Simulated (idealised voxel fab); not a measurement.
voxel transistor to metal: a process module
For reference, the cross-section in this document is cut, with width 295 nm and square cells of 5 nm.
Cross-section format: a grid of square cells, given as bands from top to bottom; each band is one or more rows of cells.
For a band, the entry starts with two heights in nm, that of the top and then that of the bottom, and carries on with the band's materials in order from left to right, each alongside its width in nm; the word "full width" beside a single material means it fills the band edge to edge, and "blank" means empty space.
Height is counted from the level 0, under which the received wafer is composed throughout of one material. The lowest of the bands is not closed at the bottom but continues downward, in the notation "0 down".
When a width is written as two numbers, as in "30->40", the first number is the width in the top row of cells of the band and the second is the width in its bottom row, and the width changes by the same amount from each row to the next.
Key: "no modifications" - step with no changed cell in the cross-section.
Closed-off voids of 8+ cells (no open route to the top) go in "Cavities, sealed", written width x height at distance from the left edge, in nm.
Past the settings on a step's line: simulator remark, on that step.
The line of a step may include "overlay nm". On a step with a mask, this value is how far to the right of its planned place the mask lay. A negative value means the mask lay to the left.

## Planned step list for the process
1 RECEIVE [material Si]
2 CONFORMAL_DEP [material SiO2] [thk nm 5]
3 CONFORMAL_DEP [material SiN] [thk nm 10]
4 DIRECTIONAL_DEP [material aC] [thk nm 10]
5 PATTERN [tone cover] [mask id ACTIVE] [material resist] [width nm 95] [pitch nm 120] [thk nm 25] [overlay nm 0]
6 DIRECTIONAL_ETCH [etch materials aC] [depth nm 10]
7 STRIP [etch materials resist]
8 DIRECTIONAL_ETCH [etch materials SiN] [depth nm 10]
9 DIRECTIONAL_ETCH [etch materials SiO2] [depth nm 5]
10 DIRECTIONAL_ETCH [etch materials Si] [depth nm 30]
11 STRIP [etch materials aC]
12 FILL_DEP [material SiO2] [thk nm 10]
13 CMP [height nm 15]
14 SELECTIVE_ETCH [etch materials SiO2] [depth nm 5]
15 STRIP [etch materials SiN]
16 SELECTIVE_ETCH [etch materials SiO2] [depth nm 5]
17 OXIDIZE [depth nm 5]
18 DIRECTIONAL_DEP [material polySi] [thk nm 20]
19 DIRECTIONAL_DEP [material SiCN] [thk nm 10]
20 MASKED_ETCH [tone cover] [mask id GATE] [width nm 25] [pitch nm 120] [etch materials SiCN] [depth nm 20] [overlay nm 0]
21 MASKED_ETCH [tone cover] [mask id GATE] [width nm 25] [pitch nm 120] [etch materials polySi] [depth nm 30] [overlay nm 0]
22 CONFORMAL_DEP [material SiO2] [thk nm 5]
23 DIRECTIONAL_ETCH [etch materials SiO2] [depth nm 5]
24 CONFORMAL_DEP [material SiN] [thk nm 5]
25 DIRECTIONAL_ETCH [etch materials SiN] [depth nm 5]
26 DIRECTIONAL_ETCH [etch materials SiO2] [depth nm 5]
27 DIRECTIONAL_ETCH [etch materials Si] [depth nm 15]
28 EPI [material nSi] [thk nm 15]
29 FILL_DEP [material SiO2] [thk nm 10]
30 CMP [height nm 20]
31 STRIP [etch materials polySi]
32 SELECTIVE_ETCH [etch materials SiO2] [depth nm 5]
33 CONFORMAL_DEP [material HfO2] [thk nm 5]
34 CONFORMAL_DEP [material TiN] [thk nm 5]
35 FILL_DEP [material W] [thk nm 5]
36 CMP [height nm 15]
37 DIRECTIONAL_DEP [material SiO2] [thk nm 10]
38 MASKED_ETCH [tone open] [mask id CONTACT] [width nm 15] [etch materials SiO2] [depth nm 15] [overlay nm 0]
39 CONFORMAL_DEP [material TiN] [thk nm 5]
40 FILL_DEP [material Ru] [thk nm 10]
41 CMP [height nm 25]
42 DIRECTIONAL_DEP [material TiN] [thk nm 5]
43 DIRECTIONAL_DEP [material Ru] [thk nm 20]
44 DIRECTIONAL_DEP [material aC] [thk nm 10]
45 PATTERN [tone cover] [mask id METAL_1] [material resist] [width nm 15] [thk nm 30] [overlay nm 0]
46 DIRECTIONAL_ETCH [etch materials aC] [depth nm 10]
47 STRIP [etch materials resist]
48 DIRECTIONAL_ETCH [etch materials Ru] [depth nm 20]
49 DIRECTIONAL_ETCH [etch materials TiN] [depth nm 5]
50 STRIP [etch materials aC]
51 CONFORMAL_DEP [material SiCN] [thk nm 5]
52 FILL_DEP [material SiO2] [thk nm 10]
53 CMP [height nm 50]
54 CONFORMAL_DEP [material SiCN] [thk nm 5]

## as received, after step 1
	0 down: Si full width
	Cavities, sealed: none

## Here's the cross-section of the first of our two wafers at the end of the module - it ran as planned
	55 to 50: SiCN full width
	50 to 30: SiO2 (40); SiCN (5); Ru (15); SiCN (5); SiO2 (45); SiCN (5); Ru (15); SiCN (5); SiO2 (25); SiCN (5); Ru (15); SiCN (5); SiO2 (45); SiCN (5); Ru (15); SiCN (5); SiO2 (40)
	30 to 25: SiCN (45); TiN (15); SiCN (55); TiN (15); SiCN (35); TiN (15); SiCN (55); TiN (15); SiCN (45)
	25 to 15: SiO2 (45); TiN (5); Ru (5); TiN (5); SiO2 (55); TiN (5); Ru (5); TiN (5); SiO2 (35); TiN (5); Ru (5); TiN (5); SiO2 (55); TiN (5); Ru (5); TiN (5); SiO2 (45)
	15 to 10: SiO2 (45); TiN (15); SiO2 (5); SiN (5); HfO2 (5); TiN (5); W (15); TiN (5); HfO2 (5); SiN (5); SiO2 (5); TiN (15); SiO2 (35); TiN (15); SiO2 (5); SiN (5); HfO2 (5); TiN (5); W (15); TiN (5); HfO2 (5); SiN (5); SiO2 (5); TiN (15); SiO2 (45)
	10 to 5: SiO2 (40); nSi (25); SiN (5); HfO2 (5); TiN (5); W (15); TiN (5); HfO2 (5); SiN (5); nSi (25); SiO2 (25); nSi (25); SiN (5); HfO2 (5); TiN (5); W (15); TiN (5); HfO2 (5); SiN (5); nSi (25); SiO2 (40)
	5 to 0: SiO2 (40); SiN (5); nSi (20); SiN (5); HfO2 (5); TiN (25); HfO2 (5); SiN (5); nSi (20); SiN (5); SiO2 (25); SiN (5); nSi (20); SiN (5); HfO2 (5); TiN (25); HfO2 (5); SiN (5); nSi (20); SiN (5); SiO2 (40)
	0 to -5: SiO2 (45); nSi (20); SiO2 (5); HfO2 (35); SiO2 (5); nSi (20); SiO2 (35); nSi (20); SiO2 (5); HfO2 (35); SiO2 (5); nSi (20); SiO2 (45)
	-5 to -20: SiO2 (40); Si (5); nSi (20); Si (45); nSi (20); Si (5); SiO2 (25); Si (5); nSi (20); Si (45); nSi (20); Si (5); SiO2 (40)
	-20 to -30: SiO2 (40); Si (95); SiO2 (25); Si (95); SiO2 (40)
	-30 down: Si full width
	Cavities, sealed: none

## End of module, second wafer, cross-section. Started like the first, planned like the first, run with one mistake
	55 to 50: SiCN full width
	50 to 30: SiO2 (40); SiCN (5); Ru (15); SiCN (5); SiO2 (45); SiCN (5); Ru (15); SiCN (5); SiO2 (25); SiCN (5); Ru (15); SiCN (5); SiO2 (45); SiCN (5); Ru (15); SiCN (5); SiO2 (40)
	30 to 25: SiCN (45); TiN (15); SiCN (55); TiN (15); SiCN (35); TiN (15); SiCN (55); TiN (15); SiCN (45)
	25 to 15: SiO2 (45); TiN (5); Ru (5); TiN (5); SiO2 (55); TiN (5); Ru (5); TiN (5); SiO2 (35); TiN (5); Ru (5); TiN (5); SiO2 (55); TiN (5); Ru (5); TiN (5); SiO2 (45)
	15 to 10: SiO2 (45); TiN (15); SiO2 (5); SiN (5); HfO2 (5); TiN (5); W (15); TiN (5); HfO2 (5); SiN (5); SiO2 (5); TiN (15); SiO2 (35); TiN (15); SiO2 (5); SiN (5); HfO2 (5); TiN (5); W (15); TiN (5); HfO2 (5); SiN (5); SiO2 (5); TiN (15); SiO2 (45)
	10 to 5: SiO2 (20); nSi (20); SiO2 (25); SiN (5); HfO2 (5); TiN (25); HfO2 (5); SiN (5); SiO2 (25); nSi (25); SiO2 (25); SiN (5); HfO2 (5); TiN (25); HfO2 (5); SiN (5); SiO2 (25); nSi (20); SiO2 (20)
	5 to 0: SiO2 (20); nSi (15); SiN (5); SiO2 (30); HfO2 (35); SiO2 (30); SiN (5); nSi (15); SiN (5); SiO2 (30); HfO2 (35); SiO2 (30); SiN (5); nSi (15); SiO2 (20)
	0 to -5: SiO2 (20); nSi (15); SiO2 (105); nSi (15); SiO2 (105); nSi (15); SiO2 (20)
	-5 to -20: nSi (35); Si (5); SiO2 (95); Si (5); nSi (15); Si (5); SiO2 (95); Si (5); nSi (35)
	-20 to -30: Si (40); SiO2 (95); Si (25); SiO2 (95); Si (40)
	-30 down: Si full width
	Cavities, sealed: none
What was done differently from what was planned? step 5 was run on a setting that differed from the plan, and what really ran there is PATTERN [tone open] [mask id ACTIVE] [material resist] [width nm 95] [pitch nm 120] [thk nm 25] [overlay nm 0]
End check, counted in cells, second wafer has more or fewer of these materials than the first: 4 fewer of HfO2 | 88 fewer of Si | 4 fewer of SiN | 124 more of SiO2 | 4 fewer of TiN | 6 fewer of W | 18 fewer of nSi
